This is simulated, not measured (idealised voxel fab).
Process module heading - voxel transistor to metal
Square cell edge 5 nm, section width 265 nm, ID cut.
In this document a cross-section is written as a grid of square cells. It is given as a series of bands, listed from the top down, and a band is one or more rows of cells. Band: top height; bottom height; in nm. Then, left to right: material with width in nm, for each material. "throughout": a single material spanning edge to edge. "empty": empty space. Heads up on the height convention: 0 is the point under which the incoming wafer is all one material, and the lowest band has no bottom, it just keeps going down, like "from 0 down". You'd read "30->40" like this: the band's top row of cells is as wide as the first number, its bottom row is as wide as the second, and going down, every row changes width by the same amount as the row before did. When a step is marked "same as before", none of the cells in the cross-section changed during that step. Heads up: "Closed-off voids" only lists the empty pockets with no open path to the top that are 8 cells or more, and it writes them as width x height at distance, distance from the left edge, in nm. Read whatever lies past the settings on a step's line as the simulator's own remark about the step. Among the settings permitted on a step's line is "overlay nm"; applied to a step with a mask, it specifies the extent to which the mask lay to the right of its planned position, whereas a negative figure signifies a position to the left.
### Process steps foreseen in the plan
1) RECEIVE with material Si
2) CONFORMAL_DEP with material SiO2, thk nm 5
3) CONFORMAL_DEP with material SiN, thk nm 15
4) MASKED_ETCH with tone cover, mask id ACTIVE, width nm 100, pitch nm 125, etch materials SiN, depth nm 15, overlay nm 0
5) MASKED_ETCH with tone cover, mask id ACTIVE, width nm 90, pitch nm 125, etch materials SiO2, depth nm 5, overlay nm 0
6) MASKED_ETCH with tone cover, mask id ACTIVE, width nm 100, pitch nm 125, etch materials Si, depth nm 35, overlay nm 0
7) OXIDIZE with depth nm 5
8) FILL_DEP with material SiO2, thk nm 5
9) CMP with height nm 20
10) SELECTIVE_ETCH with etch materials SiO2, depth nm 15
11) STRIP with etch materials SiN
12) SELECTIVE_ETCH with etch materials SiO2, depth nm 5
13) OXIDIZE with depth nm 5
14) DIRECTIONAL_DEP with material polySi, thk nm 20
15) DIRECTIONAL_DEP with material SiCN, thk nm 15
16) MASKED_ETCH with tone cover, mask id GATE, width nm 20, pitch nm 125, etch materials SiCN, depth nm 25, overlay nm 0
17) MASKED_ETCH with tone cover, mask id GATE, width nm 20, pitch nm 125, etch materials polySi, depth nm 30, overlay nm 0
18) CONFORMAL_DEP with material SiN, thk nm 10
19) DIRECTIONAL_ETCH with etch materials SiN, depth nm 10
20) DIRECTIONAL_ETCH with etch materials SiO2, depth nm 5
21) EPI with material pSi, thk nm 5
22) FILL_DEP with material SiO2, thk nm 5
23) CMP with height nm 35
24) DIRECTIONAL_DEP with material SiO2, thk nm 15
25) DIRECTIONAL_DEP with material aC, thk nm 10
26) PATTERN with tone open, mask id CONTACT, material resist, width nm 30, thk nm 25, overlay nm 0
27) DIRECTIONAL_ETCH with etch materials aC, depth nm 10
28) STRIP with etch materials resist
29) DIRECTIONAL_ETCH with etch materials SiO2, depth nm 50
30) STRIP with etch materials aC
31) CONFORMAL_DEP with material TiN, thk nm 5
32) FILL_DEP with material Ru, thk nm 10
33) CMP with height nm 50
34) DIRECTIONAL_DEP with material TiN, thk nm 5
35) DIRECTIONAL_DEP with material Ru, thk nm 20
36) PATTERN with tone cover, mask id METAL_1, material resist, width nm 15, thk nm 15, overlay nm 0
37) DIRECTIONAL_ETCH with etch materials Ru, depth nm 20
38) DIRECTIONAL_ETCH with etch materials TiN, depth nm 5
39) STRIP with etch materials resist
40) FILL_DEP with material SiO2, thk nm 5
41) CMP with height nm 75
42) CONFORMAL_DEP with material SiCN, thk nm 5
43) DIRECTIONAL_DEP with material SiO2, thk nm 35
44) DIRECTIONAL_DEP with material aC, thk nm 15
45) PATTERN with tone open, mask id METAL_2, material resist, width nm 15, pitch nm 125, thk nm 30, overlay nm 0
46) DIRECTIONAL_ETCH with etch materials aC, depth nm 15
47) STRIP with etch materials resist
48) DIRECTIONAL_ETCH with etch materials SiO2, depth nm 20
49) STRIP with etch materials aC
50) DIRECTIONAL_DEP with material aC, thk nm 10
51) PATTERN with tone open, mask id METAL_2_HOLES, material resist, width nm 15, pitch nm 125, thk nm 25, overlay nm 0
52) DIRECTIONAL_ETCH with etch materials aC, depth nm 10
53) STRIP with etch materials resist
54) DIRECTIONAL_ETCH with etch materials SiO2, depth nm 15
55) DIRECTIONAL_ETCH with etch materials SiCN, depth nm 5
56) STRIP with etch materials aC
57) CONFORMAL_DEP with material TiN, thk nm 5
58) FILL_DEP with material Cu, thk nm 10
59) CMP with height nm 115
60) CONFORMAL_DEP with material SiCN, thk nm 5
Heads up: all these wafers start the same, and what changes between them is the width nm in step 5. The value you see in the plan is just what the first wafer got.
### The first of several wafers, as received after step 1, seen in section
	from 0 down = Si throughout
	Closed-off voids: none
### Module finished, last step 60 done: cross-section of the first of several wafers
	from 120 to 115 = SiCN throughout
	from 115 to 80 = SiO2: 25 | TiN: 5 | Cu: 5 | TiN: 5 | SiO2: 110 | TiN: 5 | Cu: 5 | TiN: 5 | SiO2: 100
	from 80 to 75 = SiCN: 25 | TiN: 15 | SiCN: 110 | TiN: 15 | SiCN: 100
	from 75 to 55 = SiO2: 25 | Ru: 15 | SiO2: 60 | Ru: 15 | SiO2: 35 | Ru: 15 | SiO2: 60 | Ru: 15 | SiO2: 25
	from 55 to 50 = SiO2: 25 | TiN: 15 | SiO2: 60 | TiN: 15 | SiO2: 35 | TiN: 15 | SiO2: 60 | TiN: 15 | SiO2: 25
	from 50 to 40 = SiO2: 25 | TiN: 5 | Ru: 20 | TiN: 5 | SiO2: 30 | TiN: 5 | Ru: 20 | TiN: 5 | SiO2: 35 | TiN: 5 | Ru: 20 | TiN: 5 | SiO2: 30 | TiN: 5 | Ru: 20 | TiN: 5 | SiO2: 25
	from 40 to 35 = SiO2: 25 | TiN: 5 | Ru: 15 | TiN: 10 | SiO2: 30 | TiN: 10 | Ru: 15 | TiN: 5 | SiO2: 35 | TiN: 5 | Ru: 15 | TiN: 10 | SiO2: 30 | TiN: 10 | Ru: 15 | TiN: 5 | SiO2: 25
	from 35 to 20 = SiO2: 25 | TiN: 5 | Ru: 15 | TiN: 5 | SiN: 10 | SiCN: 20 | SiN: 10 | TiN: 5 | Ru: 15 | TiN: 5 | SiO2: 35 | TiN: 5 | Ru: 15 | TiN: 5 | SiN: 10 | SiCN: 20 | SiN: 10 | TiN: 5 | Ru: 15 | TiN: 5 | SiO2: 25
	from 20 to 5 = SiO2: 25 | TiN: 5 | Ru: 15 | TiN: 5 | SiN: 10 | polySi: 20 | SiN: 10 | TiN: 5 | Ru: 15 | TiN: 5 | SiO2: 35 | TiN: 5 | Ru: 15 | TiN: 5 | SiN: 10 | polySi: 20 | SiN: 10 | TiN: 5 | Ru: 15 | TiN: 5 | SiO2: 25
	from 5 to 0 = SiO2: 25 | TiN: 25 | SiN: 10 | polySi: 20 | SiN: 10 | TiN: 25 | SiO2: 35 | TiN: 25 | SiN: 10 | polySi: 20 | SiN: 10 | TiN: 25 | SiO2: 25
	from 0 to -5 = SiO2: 20 | pSi: 30 | SiO2: 40 | pSi: 30 | SiO2: 25 | pSi: 30 | SiO2: 40 | pSi: 30 | SiO2: 20
	from -5 to -40 = SiO2: 25 | Si: 90 | SiO2: 35 | Si: 90 | SiO2: 25
	from -40 down = Si throughout
	Closed-off voids: none
### Last-wafer cross-section at the end of the module
	from 120 to 115 = SiCN throughout
	from 115 to 80 = SiO2: 25 | TiN: 5 | Cu: 5 | TiN: 5 | SiO2: 110 | TiN: 5 | Cu: 5 | TiN: 5 | SiO2: 100
	from 80 to 75 = SiCN: 25 | TiN: 15 | SiCN: 110 | TiN: 15 | SiCN: 100
	from 75 to 55 = SiO2: 25 | Ru: 15 | SiO2: 60 | Ru: 15 | SiO2: 35 | Ru: 15 | SiO2: 60 | Ru: 15 | SiO2: 25
	from 55 to 50 = SiO2: 25 | TiN: 15 | SiO2: 60 | TiN: 15 | SiO2: 35 | TiN: 15 | SiO2: 60 | TiN: 15 | SiO2: 25
	from 50 to 40 = SiO2: 25 | TiN: 5 | Ru: 20 | TiN: 5 | SiO2: 30 | TiN: 5 | Ru: 20 | TiN: 5 | SiO2: 35 | TiN: 5 | Ru: 20 | TiN: 5 | SiO2: 30 | TiN: 5 | Ru: 20 | TiN: 5 | SiO2: 25
	from 40 to 35 = SiO2: 25 | TiN: 5 | Ru: 15 | TiN: 10 | SiO2: 30 | TiN: 10 | Ru: 15 | TiN: 5 | SiO2: 35 | TiN: 5 | Ru: 15 | TiN: 10 | SiO2: 30 | TiN: 10 | Ru: 15 | TiN: 5 | SiO2: 25
	from 35 to 20 = SiO2: 25 | TiN: 5 | Ru: 15 | TiN: 5 | SiN: 10 | SiCN: 20 | SiN: 10 | TiN: 5 | Ru: 15 | TiN: 5 | SiO2: 35 | TiN: 5 | Ru: 15 | TiN: 5 | SiN: 10 | SiCN: 20 | SiN: 10 | TiN: 5 | Ru: 15 | TiN: 5 | SiO2: 25
	from 20 to 5 = SiO2: 25 | TiN: 5 | Ru: 15 | TiN: 5 | SiN: 10 | polySi: 20 | SiN: 10 | TiN: 5 | Ru: 15 | TiN: 5 | SiO2: 35 | TiN: 5 | Ru: 15 | TiN: 5 | SiN: 10 | polySi: 20 | SiN: 10 | TiN: 5 | Ru: 15 | TiN: 5 | SiO2: 25
	from 5 to 0 = SiO2: 25 | TiN: 25 | SiN: 10 | polySi: 20 | SiN: 10 | TiN: 25 | SiO2: 35 | TiN: 25 | SiN: 10 | polySi: 20 | SiN: 10 | TiN: 25 | SiO2: 25
	from 0 to -5 = SiO2: 15 | pSi: 35 | SiO2: 40 | pSi: 35 | SiO2: 15 | pSi: 35 | SiO2: 40 | pSi: 35 | SiO2: 15
	from -5 to -40 = SiO2: 20 | Si: 100 | SiO2: 25 | Si: 100 | SiO2: 20
	from -40 down = Si throughout
	Closed-off voids: none
### The rows of the table below are wafers. Looking at the end of the module, a row counts, for every material, the cells the wafer has gained, shown as (+), or lost, shown as (-), since it was received; its closed voids come next
width nm 90, +14 Cu, +164 Ru, -172 Si, +124 SiCN, +56 SiN, +888 SiO2, +142 TiN, +24 pSi, +32 polySi, Closed-off voids: none
width nm 95, +14 Cu, +164 Ru, -172 Si, +124 SiCN, +56 SiN, +888 SiO2, +142 TiN, +24 pSi, +32 polySi, Closed-off voids: none
width nm 100, +14 Cu, +164 Ru, -172 Si, +124 SiCN, +56 SiN, +888 SiO2, +142 TiN, +24 pSi, +32 polySi, Closed-off voids: none
width nm 105, +14 Cu, +164 Ru, -158 Si, +124 SiCN, +56 SiN, +872 SiO2, +142 TiN, +26 pSi, +32 polySi, Closed-off voids: none
width nm 110, +14 Cu, +164 Ru, -144 Si, +124 SiCN, +56 SiN, +856 SiO2, +142 TiN, +28 pSi, +32 polySi, Closed-off voids: none
